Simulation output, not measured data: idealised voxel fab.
voxel self aligned contacts: a process module
cross-section cut | 170 nm wide | cells 5 nm
When this document writes out a cross-section, it uses a grid of square cells and lists it as bands, beginning at the top and moving down, with a band standing for one or more rows of cells. It is stipulated that each band's entry specify, in nanometres, the height of the top of the band and then that of its bottom, followed by the materials of the band in left-to-right sequence, each together with its width in nanometres. A single material marked by the word "throughout" is understood to fill the band from edge to edge; the word "air" is understood to denote empty space. Convention: height 0 is the level below which the wafer, as received, is all one material. The lowest band does not terminate at the bottom but continues downward, represented as "0 and below". The width entry "30->40" should be interpreted row by row: the top row of cells in the band takes the first number, the bottom row takes the second number, and the change between adjacent rows is uniform throughout. Step marked "nothing different"? Then no cell in the cross-section changed in it. "Voids lacking openings" contains a list of empty spaces, each no smaller than 8 cells and without an open way to the top, written in the form width x height at distance with the distance from the left edge and all three in nm. Text after the settings on a step's line: the simulator's own remark on that step. overlay nm: step with mask; distance mask lay right of planned place; negative value = left of planned place. Each of the pairs that make up the rest of this document says: here is the cross-section before one process step, here is the cross-section after it, drawn only down to the lowest band that changed, and here, under the pair, is the step lying between them with its settings. Different pairs may come from different runs of this module on the same starting wafer, so a pair continues from the pair above it only where its entry headed "Pre-step profile" says so.

-- Pre-step profile
* 65 down to 60 | Ru throughout
* 60 down to 55 | 65 of TiN / 35 of Ru / 70 of TiN
* 55 down to 50 | 60 of SiO2 / 15 of TiN / 15 of Ru / 15 of TiN / 65 of SiO2
* 50 down to 30 | 35 of SiO2 / 5 of SiN / 25 of polySi / 5 of SiN / 5 of TiN / 15 of Ru / 5 of TiN / 5 of SiN / 25 of polySi / 5 of SiN / 40 of SiO2
* 30 down to 25 | 35 of SiO2 / 5 of SiN / 25 of polySi / 5 of SiN / 25 of TiN / 5 of SiN / 25 of polySi / 5 of SiN / 40 of SiO2
* 25 down to 5 | SiN throughout
* 5 down to 0 | SiO2 throughout
* 0 and below | Si throughout
* Voids lacking openings: none

-- Result of Step
* 55 down to 50 | 60 of SiO2 / 15 of TiN / 15 of Ru / 15 of TiN / 65 of SiO2
* Below a height of 50, the structure has not been altered.
* Voids lacking openings: none
Between the two cross-sections above, the process step reads CMP with height nm 55

Pre-step profile: the state before this step is the cross-section shown after the step in the pair just above.

-- Result of Step
* 60 down to 55 | SiCN throughout
* Below a height of 55, the structure has not been altered.
* Voids lacking openings: none
Between the two cross-sections above, the process step reads CONFORMAL_DEP with material SiCN, thk nm 5

-- Pre-step profile
* 70 down to 50 | 40 of air / 25 of resist / 35 of air / 25 of resist / 45 of air
* 50 down to 30 | 40 of air / 25 of SiN / 35 of air / 25 of SiN / 45 of air
* 30 down to 5 | polySi throughout
* 5 down to 0 | SiO2 throughout
* 0 and below | Si throughout
* Voids lacking openings: none

-- Result of Step
* 70 down to 50 | 40 of air / 25 of resist / 35 of air / 25 of resist / 45 of air
* 50 down to 30 | 40 of air / 25 of SiN / 35 of air / 25 of SiN / 45 of air
* 30 down to 10 | 40 of air / 25 of polySi / 35 of air / 25 of polySi / 45 of air
* Below a height of 10, the structure has not been altered.
* Voids lacking openings: none
Between the two cross-sections above, the process step reads DIRECTIONAL_ETCH with etch materials polySi, depth nm 20

Pre-step profile: the state before this step is the cross-section shown after the step in the pair just above.

-- Result of Step
* 50 down to 30 | 40 of air / 25 of SiN / 35 of air / 25 of SiN / 45 of air
* Below a height of 30, the structure has not been altered.
* Voids lacking openings: none
Between the two cross-sections above, the process step reads STRIP with etch materials resist

Pre-step profile: the state before this step is the cross-section shown after the step in the pair just above.

-- Result of Step
* 55 down to 30 | 35 of air / 35 of SiN / 25 of air / 35 of SiN / 40 of air
* 30 down to 15 | 35 of air / 5 of SiN / 25 of polySi / 5 of SiN / 25 of air / 5 of SiN / 25 of polySi / 5 of SiN / 40 of air
* 15 down to 10 | 40 of SiN / 25 of polySi / 35 of SiN / 25 of polySi / 45 of SiN
* Below a height of 10, the structure has not been altered.
* Voids lacking openings: none
Between the two cross-sections above, the process step reads CONFORMAL_DEP with material SiN, thk nm 5

Pre-step profile: the state before this step is the cross-section shown after the step in the pair just above.

-- Result of Step
* 50 down to 30 | 35 of air / 35 of SiN / 25 of air / 35 of SiN / 40 of air
* 30 down to 10 | 35 of air / 5 of SiN / 25 of polySi / 5 of SiN / 25 of air / 5 of SiN / 25 of polySi / 5 of SiN / 40 of air
* Below a height of 10, the structure has not been altered.
* Voids lacking openings: none
Between the two cross-sections above, the process step reads DIRECTIONAL_ETCH with etch materials SiN, depth nm 5

Pre-step profile: the state before this step is the cross-section shown after the step in the pair just above.

-- Result of Step
* 65 down to 50 | SiO2 throughout
* 50 down to 30 | 35 of SiO2 / 35 of SiN / 25 of SiO2 / 35 of SiN / 40 of SiO2
* 30 down to 10 | 35 of SiO2 / 5 of SiN / 25 of polySi / 5 of SiN / 25 of SiO2 / 5 of SiN / 25 of polySi / 5 of SiN / 40 of SiO2
* Below a height of 10, the structure has not been altered.
* Voids lacking openings: none
Between the two cross-sections above, the process step reads FILL_DEP with material SiO2, thk nm 15

Pre-step profile: the state before this step is the cross-section shown after the step in the pair just above.

-- Result of Step
* 55 down to 50 | SiO2 throughout
* Below a height of 50, the structure has not been altered.
* Voids lacking openings: none
Between the two cross-sections above, the process step reads CMP with height nm 55

Pre-step profile: the state before this step is the cross-section shown after the step in the pair just above.

-- Result of Step
* 65 down to 55 | aC throughout
* Below a height of 55, the structure has not been altered.
* Voids lacking openings: none
Between the two cross-sections above, the process step reads DIRECTIONAL_DEP with material aC, thk nm 10

Pre-step profile: the state before this step is the cross-section shown after the step in the pair just above.

-- Result of Step
* 90 down to 65 | 60 of resist / 45 of air / 65 of resist
* Below a height of 65, the structure has not been altered.
* Voids lacking openings: none
Between the two cross-sections above, the process step reads PATTERN with tone open, mask id CONTACT, material resist, width nm 45, thk nm 25, overlay nm 0

Pre-step profile: the state before this step is the cross-section shown after the step in the pair just above.

-- Result of Step
* 80 down to 65 | 60 of resist / 45 of air / 65 of resist
* 65 down to 55 | 60 of aC / 45 of air / 65 of aC
* Below a height of 55, the structure has not been altered.
* Voids lacking openings: none
Between the two cross-sections above, the process step reads DIRECTIONAL_ETCH with etch materials aC, depth nm 10

Pre-step profile: the state before this step is the cross-section shown after the step in the pair just above.

-- Result of Step
* 65 down to 55 | 60 of aC / 45 of air / 65 of aC
* Below a height of 55, the structure has not been altered.
* Voids lacking openings: none
Between the two cross-sections above, the process step reads STRIP with etch materials resist

Pre-step profile: the state before this step is the cross-section shown after the step in the pair just above.

-- Result of Step
* 65 down to 55 | 60 of aC / 45 of air / 65 of aC
* 55 down to 50 | 60 of SiO2 / 45 of air / 65 of SiO2
* 50 down to 30 | 35 of SiO2 / 35 of SiN / 25 of air / 35 of SiN / 40 of SiO2
* 30 down to 10 | 35 of SiO2 / 5 of SiN / 25 of polySi / 5 of SiN / 25 of air / 5 of SiN / 25 of polySi / 5 of SiN / 40 of SiO2
* Below a height of 10, the structure has not been altered.
* Voids lacking openings: none
Between the two cross-sections above, the process step reads DIRECTIONAL_ETCH with etch materials SiO2, depth nm 55

Pre-step profile: the state before this step is the cross-section shown after the step in the pair just above.

-- Result of Step
* 55 down to 50 | 60 of SiO2 / 45 of air / 65 of SiO2
* Below a height of 50, the structure has not been altered.
* Voids lacking openings: none
Between the two cross-sections above, the process step reads STRIP with etch materials aC

Pre-step profile: the state before this step is the cross-section shown after the step in the pair just above.

-- Result of Step
* 60 down to 55 | 65 of TiN / 35 of air / 70 of TiN
* 55 down to 50 | 60 of SiO2 / 15 of TiN / 15 of air / 15 of TiN / 65 of SiO2
* 50 down to 30 | 35 of SiO2 / 35 of SiN / 5 of TiN / 15 of air / 5 of TiN / 35 of SiN / 40 of SiO2
* 30 down to 15 | 35 of SiO2 / 5 of SiN / 25 of polySi / 5 of SiN / 5 of TiN / 15 of air / 5 of TiN / 5 of SiN / 25 of polySi / 5 of SiN / 40 of SiO2
* 15 down to 10 | 35 of SiO2 / 5 of SiN / 25 of polySi / 5 of SiN / 25 of TiN / 5 of SiN / 25 of polySi / 5 of SiN / 40 of SiO2
* Below a height of 10, the structure has not been altered.
* Voids lacking openings: none
Between the two cross-sections above, the process step reads CONFORMAL_DEP with material TiN, thk nm 5

Pre-step profile: the state before this step is the cross-section shown after the step in the pair just above.

-- Result of Step
* 65 down to 60 | Ru throughout
* 60 down to 55 | 65 of TiN / 35 of Ru / 70 of TiN
* 55 down to 50 | 60 of SiO2 / 15 of TiN / 15 of Ru / 15 of TiN / 65 of SiO2
* 50 down to 30 | 35 of SiO2 / 35 of SiN / 5 of TiN / 15 of Ru / 5 of TiN / 35 of SiN / 40 of SiO2
* 30 down to 15 | 35 of SiO2 / 5 of SiN / 25 of polySi / 5 of SiN / 5 of TiN / 15 of Ru / 5 of TiN / 5 of SiN / 25 of polySi / 5 of SiN / 40 of SiO2
* Below a height of 15, the structure has not been altered.
* Voids lacking openings: none
Between the two cross-sections above, the process step reads FILL_DEP with material Ru, thk nm 5

Pre-step profile: the state before this step is the cross-section shown after the step in the pair just above.

-- Result of Step
* 55 down to 50 | 60 of SiO2 / 15 of TiN / 15 of Ru / 15 of TiN / 65 of SiO2
* Below a height of 50, the structure has not been altered.
* Voids lacking openings: none
Between the two cross-sections above, the process step reads CMP with height nm 55

Pre-step profile: the state before this step is the cross-section shown after the step in the pair just above.

-- Result of Step
* 60 down to 55 | SiCN throughout
* Below a height of 55, the structure has not been altered.
* Voids lacking openings: none
Between the two cross-sections above, the process step reads CONFORMAL_DEP with material SiCN, thk nm 5

-- Pre-step profile
* 65 down to 55 | aC throughout
* 55 down to 50 | SiO2 throughout
* 50 down to 30 | 35 of SiO2 / 35 of SiN / 25 of SiO2 / 35 of SiN / 40 of SiO2
* 30 down to 5 | 35 of SiO2 / 5 of SiN / 25 of polySi / 5 of SiN / 25 of SiO2 / 5 of SiN / 25 of polySi / 5 of SiN / 40 of SiO2
* 5 down to 0 | SiO2 throughout
* 0 and below | Si throughout
* Voids lacking openings: none

-- Result of Step
* 90 down to 65 | 60 of resist / 50 of air / 60 of resist
* Below a height of 65, the structure has not been altered.
* Voids lacking openings: none
Between the two cross-sections above, the process step reads PATTERN with tone open, mask id CONTACT, material resist, width nm 50, thk nm 25, overlay nm 0

Pre-step profile: the state before this step is the cross-section shown after the step in the pair just above.

-- Result of Step
* 80 down to 65 | 60 of resist / 50 of air / 60 of resist
* 65 down to 55 | 60 of aC / 50 of air / 60 of aC
* Below a height of 55, the structure has not been altered.
* Voids lacking openings: none
Between the two cross-sections above, the process step reads DIRECTIONAL_ETCH with etch materials aC, depth nm 10

Pre-step profile: the state before this step is the cross-section shown after the step in the pair just above.

-- Result of Step
* 65 down to 55 | 60 of aC / 50 of air / 60 of aC
* Below a height of 55, the structure has not been altered.
* Voids lacking openings: none
Between the two cross-sections above, the process step reads STRIP with etch materials resist

Pre-step profile: the state before this step is the cross-section shown after the step in the pair just above.

-- Result of Step
* 65 down to 55 | 60 of aC / 50 of air / 60 of aC
* 55 down to 50 | 60 of SiO2 / 50 of air / 60 of SiO2
* 50 down to 30 | 35 of SiO2 / 35 of SiN / 25 of air / 35 of SiN / 40 of SiO2
* 30 down to 5 | 35 of SiO2 / 5 of SiN / 25 of polySi / 5 of SiN / 25 of air / 5 of SiN / 25 of polySi / 5 of SiN / 40 of SiO2
* 5 down to 0 | 70 of SiO2 / 25 of air / 75 of SiO2
* Below a height of 0, the structure has not been altered.
* Voids lacking openings: none
Between the two cross-sections above, the process step reads DIRECTIONAL_ETCH with etch materials SiO2, depth nm 55

Pre-step profile: the state before this step is the cross-section shown after the step in the pair just above.

-- Result of Step
* 55 down to 50 | 60 of SiO2 / 50 of air / 60 of SiO2
* Below a height of 50, the structure has not been altered.
* Voids lacking openings: none
Between the two cross-sections above, the process step reads STRIP with etch materials aC

Pre-step profile: the state before this step is the cross-section shown after the step in the pair just above.

-- Result of Step
* 60 down to 55 | 65 of TiN / 40 of air / 65 of TiN
* 55 down to 50 | 60 of SiO2 / 15 of TiN / 15 of air / 20 of TiN / 60 of SiO2
* 50 down to 30 | 35 of SiO2 / 35 of SiN / 5 of TiN / 15 of air / 5 of TiN / 35 of SiN / 40 of SiO2
* 30 down to 5 | 35 of SiO2 / 5 of SiN / 25 of polySi / 5 of SiN / 5 of TiN / 15 of air / 5 of TiN / 5 of SiN / 25 of polySi / 5 of SiN / 40 of SiO2
* 5 down to 0 | 70 of SiO2 / 25 of TiN / 75 of SiO2
* Below a height of 0, the structure has not been altered.
* Voids lacking openings: none
Between the two cross-sections above, the process step reads CONFORMAL_DEP with material TiN, thk nm 5

Pre-step profile: the state before this step is the cross-section shown after the step in the pair just above.

-- Result of Step
* 65 down to 60 | Ru throughout
* 60 down to 55 | 65 of TiN / 40 of Ru / 65 of TiN
* 55 down to 50 | 60 of SiO2 / 15 of TiN / 15 of Ru / 20 of TiN / 60 of SiO2
* 50 down to 30 | 35 of SiO2 / 35 of SiN / 5 of TiN / 15 of Ru / 5 of TiN / 35 of SiN / 40 of SiO2
* 30 down to 5 | 35 of SiO2 / 5 of SiN / 25 of polySi / 5 of SiN / 5 of TiN / 15 of Ru / 5 of TiN / 5 of SiN / 25 of polySi / 5 of SiN / 40 of SiO2
* Below a height of 5, the structure has not been altered.
* Voids lacking openings: none
Between the two cross-sections above, the process step reads FILL_DEP with material Ru, thk nm 5

Pre-step profile: the state before this step is the cross-section shown after the step in the pair just above.

-- Result of Step
* 55 down to 50 | 60 of SiO2 / 15 of TiN / 15 of Ru / 20 of TiN / 60 of SiO2
* Below a height of 50, the structure has not been altered.
* Voids lacking openings: none
Between the two cross-sections above, the process step reads CMP with height nm 55

Pre-step profile: the state before this step is the cross-section shown after the step in the pair just above.

-- Result of Step
* 60 down to 55 | SiCN throughout
* Below a height of 55, the structure has not been altered.
* Voids lacking openings: none
Between the two cross-sections above, the process step reads CONFORMAL_DEP with material SiCN, thk nm 5

-- Pre-step profile
* 65 down to 55 | aC throughout
* 55 down to 50 | SiO2 throughout
* 50 down to 30 | 35 of SiO2 / 35 of SiN / 25 of SiO2 / 35 of SiN / 40 of SiO2
* 30 down to 5 | 35 of SiO2 / 5 of SiN / 25 of polySi / 5 of SiN / 25 of SiO2 / 5 of SiN / 25 of polySi / 5 of SiN / 40 of SiO2
* 5 down to 0 | SiO2 throughout
* 0 and below | Si throughout
* Voids lacking openings: none

-- Result of Step
* 90 down to 65 | 70 of resist / 45 of air / 55 of resist
* Below a height of 65, the structure has not been altered.
* Voids lacking openings: none
Between the two cross-sections above, the process step reads PATTERN with tone open, mask id CONTACT, material resist, width nm 45, thk nm 25, overlay nm 10

Pre-step profile: the state before this step is the cross-section shown after the step in the pair just above.

-- Result of Step
* 80 down to 65 | 70 of resist / 45 of air / 55 of resist
* 65 down to 55 | 70 of aC / 45 of air / 55 of aC
* Below a height of 55, the structure has not been altered.
* Voids lacking openings: none
Between the two cross-sections above, the process step reads DIRECTIONAL_ETCH with etch materials aC, depth nm 10

Pre-step profile: the state before this step is the cross-section shown after the step in the pair just above.

-- Result of Step
* 65 down to 55 | 70 of aC / 45 of air / 55 of aC
* Below a height of 55, the structure has not been altered.
* Voids lacking openings: none
Between the two cross-sections above, the process step reads STRIP with etch materials resist

Pre-step profile: the state before this step is the cross-section shown after the step in the pair just above.

-- Result of Step
* 65 down to 55 | 70 of aC / 45 of air / 55 of aC
* 55 down to 50 | 70 of SiO2 / 45 of air / 55 of SiO2
* 50 down to 30 | 35 of SiO2 / 35 of SiN / 25 of air / 35 of SiN / 40 of SiO2
* 30 down to 5 | 35 of SiO2 / 5 of SiN / 25 of polySi / 5 of SiN / 25 of air / 5 of SiN / 25 of polySi / 5 of SiN / 40 of SiO2
* 5 down to 0 | 70 of SiO2 / 25 of air / 75 of SiO2
* Below a height of 0, the structure has not been altered.
* Voids lacking openings: none
Between the two cross-sections above, the process step reads DIRECTIONAL_ETCH with etch materials SiO2, depth nm 55

Pre-step profile: the state before this step is the cross-section shown after the step in the pair just above.

-- Result of Step
* 55 down to 50 | 70 of SiO2 / 45 of air / 55 of SiO2
* Below a height of 50, the structure has not been altered.
* Voids lacking openings: none
Between the two cross-sections above, the process step reads STRIP with etch materials aC

Pre-step profile: the state before this step is the cross-section shown after the step in the pair just above.

-- Result of Step
* 60 down to 55 | 75 of TiN / 35 of air / 60 of TiN
* 55 down to 50 | 70 of SiO2 / 5 of TiN / 15 of air / 25 of TiN / 55 of SiO2
* 50 down to 30 | 35 of SiO2 / 35 of SiN / 5 of TiN / 15 of air / 5 of TiN / 35 of SiN / 40 of SiO2
* 30 down to 5 | 35 of SiO2 / 5 of SiN / 25 of polySi / 5 of SiN / 5 of TiN / 15 of air / 5 of TiN / 5 of SiN / 25 of polySi / 5 of SiN / 40 of SiO2
* 5 down to 0 | 70 of SiO2 / 25 of TiN / 75 of SiO2
* Below a height of 0, the structure has not been altered.
* Voids lacking openings: none
Between the two cross-sections above, the process step reads CONFORMAL_DEP with material TiN, thk nm 5

Pre-step profile: the state before this step is the cross-section shown after the step in the pair just above.

-- Result of Step
* 65 down to 60 | Ru throughout
* 60 down to 55 | 75 of TiN / 35 of Ru / 60 of TiN
* 55 down to 50 | 70 of SiO2 / 5 of TiN / 15 of Ru / 25 of TiN / 55 of SiO2
* 50 down to 30 | 35 of SiO2 / 35 of SiN / 5 of TiN / 15 of Ru / 5 of TiN / 35 of SiN / 40 of SiO2
* 30 down to 5 | 35 of SiO2 / 5 of SiN / 25 of polySi / 5 of SiN / 5 of TiN / 15 of Ru / 5 of TiN / 5 of SiN / 25 of polySi / 5 of SiN / 40 of SiO2
* Below a height of 5, the structure has not been altered.
* Voids lacking openings: none
Between the two cross-sections above, the process step reads FILL_DEP with material Ru, thk nm 5

Pre-step profile: the state before this step is the cross-section shown after the step in the pair just above.

-- Result of Step
* 55 down to 50 | 70 of SiO2 / 5 of TiN / 15 of Ru / 25 of TiN / 55 of SiO2
* Below a height of 50, the structure has not been altered.
* Voids lacking openings: none
Between the two cross-sections above, the process step reads CMP with height nm 55

Pre-step profile: the state before this step is the cross-section shown after the step in the pair just above.

-- Result of Step
* 60 down to 55 | SiCN throughout
* Below a height of 55, the structure has not been altered.
* Voids lacking openings: none
Between the two cross-sections above, the process step reads CONFORMAL_DEP with material SiCN, thk nm 5

-- Pre-step profile
* 50 down to 30 | 40 of air / 25 of SiN / 35 of air / 25 of SiN / 45 of air
* 30 down to 5 | 40 of air / 25 of polySi / 35 of air / 25 of polySi / 45 of air
* 5 down to 0 | SiO2 throughout
* 0 and below | Si throughout
* Voids lacking openings: none

-- Result of Step
* 55 down to 50 | 35 of air / 35 of SiO2 / 25 of air / 35 of SiO2 / 40 of air
* 50 down to 30 | 35 of air / 5 of SiO2 / 25 of SiN / 5 of SiO2 / 25 of air / 5 of SiO2 / 25 of SiN / 5 of SiO2 / 40 of air
* 30 down to 10 | 35 of air / 5 of SiO2 / 25 of polySi / 5 of SiO2 / 25 of air / 5 of SiO2 / 25 of polySi / 5 of SiO2 / 40 of air
* 10 down to 5 | 40 of SiO2 / 25 of polySi / 35 of SiO2 / 25 of polySi / 45 of SiO2
* Below a height of 5, the structure has not been altered.
* Voids lacking openings: none
Between the two cross-sections above, the process step reads CONFORMAL_DEP with material SiO2, thk nm 5

Pre-step profile: the state before this step is the cross-section shown after the step in the pair just above.

-- Result of Step
* 70 down to 50 | SiO2 throughout
* 50 down to 30 | 40 of SiO2 / 25 of SiN / 35 of SiO2 / 25 of SiN / 45 of SiO2
* 30 down to 5 | 40 of SiO2 / 25 of polySi / 35 of SiO2 / 25 of polySi / 45 of SiO2
* Below a height of 5, the structure has not been altered.
* Voids lacking openings: none
Between the two cross-sections above, the process step reads FILL_DEP with material SiO2, thk nm 15

Pre-step profile: the state before this step is the cross-section shown after the step in the pair just above.

-- Result of Step
* 55 down to 50 | SiO2 throughout
* Below a height of 50, the structure has not been altered.
* Voids lacking openings: none
Between the two cross-sections above, the process step reads CMP with height nm 55

Pre-step profile: the state before this step is the cross-section shown after the step in the pair just above.

-- Result of Step
* 65 down to 55 | aC throughout
* Below a height of 55, the structure has not been altered.
* Voids lacking openings: none
Between the two cross-sections above, the process step reads DIRECTIONAL_DEP with material aC, thk nm 10

Pre-step profile: the state before this step is the cross-section shown after the step in the pair just above.

-- Result of Step
* 90 down to 65 | 60 of resist / 45 of air / 65 of resist
* Below a height of 65, the structure has not been altered.
* Voids lacking openings: none
Between the two cross-sections above, the process step reads PATTERN with tone open, mask id CONTACT, material resist, width nm 45, thk nm 25, overlay nm 0

Pre-step profile: the state before this step is the cross-section shown after the step in the pair just above.

-- Result of Step
* 80 down to 65 | 60 of resist / 45 of air / 65 of resist
* 65 down to 55 | 60 of aC / 45 of air / 65 of aC
* Below a height of 55, the structure has not been altered.
* Voids lacking openings: none
Between the two cross-sections above, the process step reads DIRECTIONAL_ETCH with etch materials aC, depth nm 10

Pre-step profile: the state before this step is the cross-section shown after the step in the pair just above.

-- Result of Step
* 65 down to 55 | 60 of aC / 45 of air / 65 of aC
* Below a height of 55, the structure has not been altered.
* Voids lacking openings: none
Between the two cross-sections above, the process step reads STRIP with etch materials resist

Pre-step profile: the state before this step is the cross-section shown after the step in the pair just above.

-- Result of Step
* 65 down to 55 | 60 of aC / 45 of air / 65 of aC
* 55 down to 50 | 60 of SiO2 / 45 of air / 65 of SiO2
* 50 down to 30 | 40 of SiO2 / 25 of SiN / 35 of air / 25 of SiN / 45 of SiO2
* 30 down to 5 | 40 of SiO2 / 25 of polySi / 35 of air / 25 of polySi / 45 of SiO2
* 5 down to 0 | 65 of SiO2 / 35 of air / 70 of SiO2
* Below a height of 0, the structure has not been altered.
* Voids lacking openings: none
Between the two cross-sections above, the process step reads DIRECTIONAL_ETCH with etch materials SiO2, depth nm 55

Pre-step profile: the state before this step is the cross-section shown after the step in the pair just above.

-- Result of Step
* 55 down to 50 | 60 of SiO2 / 45 of air / 65 of SiO2
* Below a height of 50, the structure has not been altered.
* Voids lacking openings: none
Between the two cross-sections above, the process step reads STRIP with etch materials aC

Pre-step profile: the state before this step is the cross-section shown after the step in the pair just above.

-- Result of Step
* 60 down to 55 | 65 of TiN / 35 of air / 70 of TiN
* 55 down to 50 | 60 of SiO2 / 10 of TiN / 25 of air / 10 of TiN / 65 of SiO2
* 50 down to 30 | 40 of SiO2 / 25 of SiN / 5 of TiN / 25 of air / 5 of TiN / 25 of SiN / 45 of SiO2
* 30 down to 5 | 40 of SiO2 / 25 of polySi / 5 of TiN / 25 of air / 5 of TiN / 25 of polySi / 45 of SiO2
* 5 down to 0 | 65 of SiO2 / 35 of TiN / 70 of SiO2
* Below a height of 0, the structure has not been altered.
* Voids lacking openings: none
Between the two cross-sections above, the process step reads CONFORMAL_DEP with material TiN, thk nm 5

Pre-step profile: the state before this step is the cross-section shown after the step in the pair just above.

-- Result of Step
* 65 down to 60 | Ru throughout
* 60 down to 55 | 65 of TiN / 35 of Ru / 70 of TiN
* 55 down to 50 | 60 of SiO2 / 10 of TiN / 25 of Ru / 10 of TiN / 65 of SiO2
* 50 down to 30 | 40 of SiO2 / 25 of SiN / 5 of TiN / 25 of Ru / 5 of TiN / 25 of SiN / 45 of SiO2
* 30 down to 5 | 40 of SiO2 / 25 of polySi / 5 of TiN / 25 of Ru / 5 of TiN / 25 of polySi / 45 of SiO2
* Below a height of 5, the structure has not been altered.
* Voids lacking openings: none
Between the two cross-sections above, the process step reads FILL_DEP with material Ru, thk nm 5

Pre-step profile: the state before this step is the cross-section shown after the step in the pair just above.

-- Result of Step
* 55 down to 50 | 60 of SiO2 / 10 of TiN / 25 of Ru / 10 of TiN / 65 of SiO2
* Below a height of 50, the structure has not been altered.
* Voids lacking openings: none
Between the two cross-sections above, the process step reads CMP with height nm 55

Pre-step profile: the state before this step is the cross-section shown after the step in the pair just above.

-- Result of Step
* 60 down to 55 | SiCN throughout
* Below a height of 55, the structure has not been altered.
* Voids lacking openings: none
Between the two cross-sections above, the process step reads CONFORMAL_DEP with material SiCN, thk nm 5

-- Pre-step profile
* 65 down to 55 | aC throughout
* 55 down to 50 | SiO2 throughout
* 50 down to 30 | 35 of SiO2 / 35 of SiN / 25 of SiO2 / 35 of SiN / 40 of SiO2
* 30 down to 5 | 35 of SiO2 / 5 of SiN / 25 of polySi / 5 of SiN / 25 of SiO2 / 5 of SiN / 25 of polySi / 5 of SiN / 40 of SiO2
* 5 down to 0 | SiO2 throughout
* 0 and below | Si throughout
* Voids lacking openings: none

-- Result of Step
* 90 down to 65 | 60 of air / 45 of resist / 65 of air
* Below a height of 65, the structure has not been altered.
* Voids lacking openings: none
Between the two cross-sections above, the process step reads PATTERN with tone cover, mask id CONTACT, material resist, width nm 45, thk nm 25, overlay nm 0

Pre-step profile: the state before this step is the cross-section shown after the step in the pair just above.

-- Result of Step
* 80 down to 65 | 60 of air / 45 of resist / 65 of air
* 65 down to 55 | 60 of air / 45 of aC / 65 of air
* Below a height of 55, the structure has not been altered.
* Voids lacking openings: none
Between the two cross-sections above, the process step reads DIRECTIONAL_ETCH with etch materials aC, depth nm 10

Pre-step profile: the state before this step is the cross-section shown after the step in the pair just above.

-- Result of Step
* 65 down to 55 | 60 of air / 45 of aC / 65 of air
* Below a height of 55, the structure has not been altered.
* Voids lacking openings: none
Between the two cross-sections above, the process step reads STRIP with etch materials resist

Pre-step profile: the state before this step is the cross-section shown after the step in the pair just above.

-- Result of Step
* 65 down to 55 | 60 of air / 45 of aC / 65 of air
* 55 down to 50 | 60 of air / 45 of SiO2 / 65 of air
* 50 down to 30 | 35 of air / 35 of SiN / 25 of SiO2 / 35 of SiN / 40 of air
* 30 down to 5 | 35 of air / 5 of SiN / 25 of polySi / 5 of SiN / 25 of SiO2 / 5 of SiN / 25 of polySi / 5 of SiN / 40 of air
* 5 down to 0 | 35 of air / 95 of SiO2 / 40 of air
* Below a height of 0, the structure has not been altered.
* Voids lacking openings: none
Between the two cross-sections above, the process step reads DIRECTIONAL_ETCH with etch materials SiO2, depth nm 55

Pre-step profile: the state before this step is the cross-section shown after the step in the pair just above.

-- Result of Step
* 55 down to 50 | 60 of air / 45 of SiO2 / 65 of air
* Below a height of 50, the structure has not been altered.
* Voids lacking openings: none
Between the two cross-sections above, the process step reads STRIP with etch materials aC

Pre-step profile: the state before this step is the cross-section shown after the step in the pair just above.

-- Result of Step
* 60 down to 55 | 55 of air / 55 of TiN / 60 of air
* 55 down to 50 | 30 of air / 30 of TiN / 45 of SiO2 / 30 of TiN / 35 of air
* 50 down to 30 | 30 of air / 5 of TiN / 35 of SiN / 25 of SiO2 / 35 of SiN / 5 of TiN / 35 of air
* 30 down to 5 | 30 of air / 5 of TiN / 5 of SiN / 25 of polySi / 5 of SiN / 25 of SiO2 / 5 of SiN / 25 of polySi / 5 of SiN / 5 of TiN / 35 of air
* 5 down to 0 | 35 of TiN / 95 of SiO2 / 40 of TiN
* Below a height of 0, the structure has not been altered.
* Voids lacking openings: none
Between the two cross-sections above, the process step reads CONFORMAL_DEP with material TiN, thk nm 5

Pre-step profile: the state before this step is the cross-section shown after the step in the pair just above.

-- Result of Step
* 65 down to 60 | Ru throughout
* 60 down to 55 | 55 of Ru / 55 of TiN / 60 of Ru
* 55 down to 50 | 30 of Ru / 30 of TiN / 45 of SiO2 / 30 of TiN / 35 of Ru
* 50 down to 30 | 30 of Ru / 5 of TiN / 35 of SiN / 25 of SiO2 / 35 of SiN / 5 of TiN / 35 of Ru
* 30 down to 5 | 30 of Ru / 5 of TiN / 5 of SiN / 25 of polySi / 5 of SiN / 25 of SiO2 / 5 of SiN / 25 of polySi / 5 of SiN / 5 of TiN / 35 of Ru
* Below a height of 5, the structure has not been altered.
* Voids lacking openings: none
Between the two cross-sections above, the process step reads FILL_DEP with material Ru, thk nm 5

Pre-step profile: the state before this step is the cross-section shown after the step in the pair just above.

-- Result of Step
* 55 down to 50 | 30 of Ru / 30 of TiN / 45 of SiO2 / 30 of TiN / 35 of Ru
* Below a height of 50, the structure has not been altered.
* Voids lacking openings: none
Between the two cross-sections above, the process step reads CMP with height nm 55

Pre-step profile: the state before this step is the cross-section shown after the step in the pair just above.

-- Result of Step
* 60 down to 55 | SiCN throughout
* Below a height of 55, the structure has not been altered.
* Voids lacking openings: none
Between the two cross-sections above, the process step reads CONFORMAL_DEP with material SiCN, thk nm 5
